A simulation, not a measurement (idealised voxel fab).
Module name: voxel local oxidation (process module)
Cross-section cut: width 210 nm, square cells of 5 nm.
For the purposes of this document, a cross-section shall be understood as a grid of square cells, specified as bands listed in top-to-bottom order, each band consisting of one or more rows of cells.
Band: top height; bottom height; in nm. Then, left to right: material with width in nm, for each material. "edge to edge": a single material spanning edge to edge. "empty": empty space.
Below 0: as-received wafer, all one material; heights counted from there. Lowest band: no bottom, goes on down, written "0 -> down".
Graded width ("30..40"): value in top row of band = first number; value in bottom row = second number; row-to-row change constant.
Step note "all unchanged" = no cross-section cell changed.
The entry titled "Sealed void list" provides the empty spaces that have no open way to the top, restricted to those of 8 cells or more. Each is presented as width x height at distance, the distance being measured from the left edge, with all three in nm.
It should be noted that, on the line of a given step, the content following the step's settings is a remark produced by the simulator itself with respect to that step.
A step line may carry the setting "overlay nm", which, for steps involving a mask, states the distance by which the mask lay to the right of its intended position; negative values denote displacement to the left.
# The planned process steps are enumerated hereunder
1) RECEIVE: material Si
2) OXIDIZE: depth nm 5
3) CONFORMAL_DEP: material SiN, thk nm 15
4) MASKED_ETCH: tone cover, mask id ACTIVE, width nm 95, etch materials SiN, depth nm 15, overlay nm 0
5) SELECTIVE_ETCH: etch materials SiO2, depth nm 5
6) OXIDIZE: depth nm 15
7) STRIP: etch materials SiN
# Shown in cross-section is the wafer as received, that is, as it stands after step 1
	0 -> down = Si edge to edge
	Sealed void list: none
# Run as planned - first of the two wafers cross-sectioned at the end of the module
	0 -> -5 = 60 of empty | 85 of SiO2 | 65 of empty
	-5 -> -20 = 75 of SiO2 | 55 of Si | 80 of SiO2
	-20 -> down = Si edge to edge
	Sealed void list: none
# Here's the second of our two wafers sectioned at module end. Same start as the first, same plan, but one mistake got made running it
	-5 -> -20 = SiO2 edge to edge
	-20 -> down = Si edge to edge
	Sealed void list: none
Deviation noted in wafer processing: step 3 of the plan got skipped, so it never ran
At the finish, the second wafer shows more or fewer cells for some materials than the first does: -33 Si, +16 SiO2
